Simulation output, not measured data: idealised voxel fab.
process module | voxel self aligned contacts
cross-section cut | 280 nm wide | cells 5 nm
A cross-section is a grid of square cells, given in bands from the top down. A band is one or more rows of cells.
Each band's line starts with the height of the band's top and of its bottom, in nm. Then come its materials from left to right, each with its width in nm. One material with "throughout" fills the band from edge to edge. "air" is empty space.
Height 0 is the level under which the wafer as received is all one material. The lowest band goes on downwards, as in "0 down".
A width such as "30 to 40" changes by the same amount from each row of cells to the next, from the band's top row to its bottom row.
"no change" after a step means that no cell of the cross-section changed.
closed voids: empty space of 8 cells or more with no open way to the top, each as width x height at its distance from the left edge, in nm
after a step's settings: what the simulator itself notes on the step
overlay nm, on a step with a mask: how far to the right of its planned place the mask lay; to the left if negative
plan
1 op RECEIVE | material Si
2 op CONFORMAL_DEP | material SiO2 | thk nm 5
3 op DIRECTIONAL_DEP | material polySi | thk nm 20
4 op DIRECTIONAL_DEP | material SiN | thk nm 20
5 op MASKED_ETCH | tone cover | mask id GATE | width nm 20 | pitch nm 65 | etch materials SiN | depth nm 20 | overlay nm 0
6 op MASKED_ETCH | tone cover | mask id GATE | width nm 30 | pitch nm 65 | etch materials polySi | depth nm 20 | overlay nm 0
7 op CONFORMAL_DEP | material SiN | thk nm 10
8 op DIRECTIONAL_ETCH | etch materials SiN | depth nm 10
9 op FILL_DEP | material SiO2 | thk nm 15
10 op CMP | height nm 50
11 op PATTERN | tone open | mask id CONTACT | material resist | width nm 45 | pitch nm 65 | thk nm 15 | overlay nm 0
12 op DIRECTIONAL_ETCH | etch materials SiO2 | depth nm 50
13 op STRIP | etch materials resist
14 op CONFORMAL_DEP | material TiN | thk nm 5
15 op FILL_DEP | material Ru | thk nm 10
16 op CMP | height nm 50
17 op CONFORMAL_DEP | material SiN | thk nm 5
varied across the wafers: width nm of step 5. The plan shows the first wafer's value. All wafers start alike
first wafer as received, after step 1
  0 down: Si throughout
  closed voids: none
each wafer at the end: cells of each material gained (+) or lost (-) since it was received, then its closed voids
width nm 20 | +34 Ru | +200 SiN | +256 SiO2 | +54 TiN | +72 polySi | closed voids: none
width nm 25 | +26 Ru | +212 SiN | +252 SiO2 | +54 TiN | +72 polySi | closed voids: none
width nm 30 | +18 Ru | +224 SiN | +248 SiO2 | +54 TiN | +72 polySi | closed voids: none
width nm 35 | +236 SiN | +242 SiO2 | +54 TiN | +84 polySi | closed voids: none
width nm 40 | +248 SiN | +236 SiO2 | +36 TiN | +96 polySi | closed voids: none
width nm 45 | +260 SiN | +230 SiO2 | +18 TiN | +108 polySi | closed voids: none
